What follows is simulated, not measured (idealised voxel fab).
Process module in this document: voxel capacitor over wiring
The width of the displayed cross-section, cut, is 210 nm; its cells are square, with a size of 5 nm.
Just so we're on the same page, the cross-sections are grids of square cells, and they're listed out in bands top to bottom, each band one or more rows deep.
For a band, the entry starts with two heights in nm, that of the top and then that of the bottom, and carries on with the band's materials in order from left to right, each alongside its width in nm; the word "edge to edge" beside a single material means it fills the band edge to edge, and "empty" means empty space.
Height datum 0, below which the as-received substrate wafer is one material. Lowest band open at the bottom, running downward: "from 0 down".
Per-row width for "30 to 40": begins at first number (top row of band), ends at second number (bottom row), increment between rows held constant.
The cross-section has no changed cell in any step marked "all unchanged".
The entry "Enclosed internal voids" lists the empty spaces that cover at least 8 cells and have no open path to the top. Each is written as width x height at distance, where the distance is measured from the left edge and all three values are in nm.
Post-settings text on a step line: simulator's own remark regarding the step.
Each step line may optionally specify "overlay nm", which for a step with a mask gives the rightward distance between the mask's planned place and where it lay, a negative value indicating the leftward direction.

STEPS IN THE PROCESS PLAN
- 1: RECEIVE [material Si]
- 2: CONFORMAL_DEP [material SiO2] [thk nm 15]
- 3: CONFORMAL_DEP [material SiN] [thk nm 5]
- 4: DIRECTIONAL_DEP [material SiO2] [thk nm 25]
- 5: PATTERN [tone open] [mask id METAL_1] [material resist] [width nm 30] [pitch nm 95] [thk nm 20] [overlay nm 0]
- 6: DIRECTIONAL_ETCH [etch materials SiO2] [depth nm 25]
- 7: DIRECTIONAL_ETCH [etch materials SiN] [depth nm 5]
- 8: STRIP [etch materials resist]
- 9: CONFORMAL_DEP [material TiN] [thk nm 5]
- 10: FILL_DEP [material Cu] [thk nm 10]
- 11: CMP [height nm 45]
- 12: EPI [material Ru] [thk nm 5]
- 13: FILL_DEP [material SiCN] [thk nm 5]
- 14: DIRECTIONAL_DEP [material lowk] [thk nm 15]
- 15: PATTERN [tone open] [mask id PLUG_1] [material resist] [width nm 15] [thk nm 15] [overlay nm 0]
- 16: DIRECTIONAL_ETCH [etch materials lowk] [depth nm 15]
- 17: DIRECTIONAL_ETCH [etch materials SiCN] [depth nm 5]
- 18: STRIP [etch materials resist]
- 19: CONFORMAL_DEP [material TiN] [thk nm 5]
- 20: FILL_DEP [material Cu] [thk nm 10]
- 21: CMP [height nm 70]
- 22: DIRECTIONAL_DEP [material TiN] [thk nm 10]
- 23: DIRECTIONAL_DEP [material Al2O3] [thk nm 5]
- 24: DIRECTIONAL_DEP [material TiN] [thk nm 10]
- 25: MASKED_ETCH [tone cover] [mask id UPPER_PLATE] [width nm 70] [etch materials TiN] [depth nm 10] [overlay nm 0]
- 26: MASKED_ETCH [tone cover] [mask id UPPER_PLATE] [width nm 70] [etch materials Al2O3] [depth nm 5] [overlay nm 0]
- 27: DIRECTIONAL_DEP [material aC] [thk nm 15]
- 28: PATTERN [tone cover] [mask id LOWER_PLATE] [material resist] [width nm 80] [thk nm 30] [overlay nm 0]
- 29: DIRECTIONAL_ETCH [etch materials aC] [depth nm 15]
- 30: STRIP [etch materials resist]
- 31: DIRECTIONAL_ETCH [etch materials TiN] [depth nm 10]
- 32: STRIP [etch materials aC]
- 33: FILL_DEP [material SiO2] [thk nm 20]
- 34: CMP [height nm 110]
- 35: MASKED_ETCH [tone open] [mask id PLUG_2] [width nm 15] [etch materials SiO2] [depth nm 15] [overlay nm 0]
- 36: CONFORMAL_DEP [material TiN] [thk nm 5]
- 37: FILL_DEP [material Cu] [thk nm 10]
- 38: CMP [height nm 110]
- 39: CONFORMAL_DEP [material SiCN] [thk nm 5]

THE CROSS-SECTION HERE SHOWS THE WAFER AS RECEIVED, I.E. IN ITS STATE AFTER STEP 1
  from 0 down | Si edge to edge
  Enclosed internal voids: none

END STATE OF THE MODULE IN CROSS-SECTION, GIVEN THE ABOVE STARTING POINT AND PLAN AND ONE MISTAKE IN EXECUTION
  from 115 to 110 | SiCN edge to edge
  from 110 to 100 | SiO2 65 nm / TiN 5 nm / Cu 5 nm / TiN 5 nm / SiO2 130 nm
  from 100 to 95 | SiO2 65 nm / TiN 15 nm / SiO2 130 nm
  from 95 to 85 | SiO2 55 nm / TiN 70 nm / SiO2 85 nm
  from 85 to 80 | SiO2 edge to edge
  from 80 to 70 | TiN edge to edge
  from 70 to 55 | lowk 55 nm / TiN 5 nm / Cu 5 nm / TiN 5 nm / lowk 140 nm
  from 55 to 50 | SiCN 55 nm / TiN 15 nm / SiCN 140 nm
  from 50 to 45 | SiCN 35 nm / Ru 40 nm / SiCN 55 nm / Ru 40 nm / SiCN 40 nm
  from 45 to 20 | SiO2 40 nm / TiN 5 nm / Cu 20 nm / TiN 5 nm / SiO2 65 nm / TiN 5 nm / Cu 20 nm / TiN 5 nm / SiO2 45 nm
  from 20 to 15 | SiN 40 nm / TiN 30 nm / SiN 65 nm / TiN 30 nm / SiN 45 nm
  from 15 to 0 | SiO2 edge to edge
  from 0 down | Si edge to edge
  Enclosed internal voids: none
The plan and the run diverged here: it should be noted that step 23 was executed with settings other than those planned, the operation and settings actually applied being DIRECTIONAL_DEP [material SiO2] [thk nm 5]
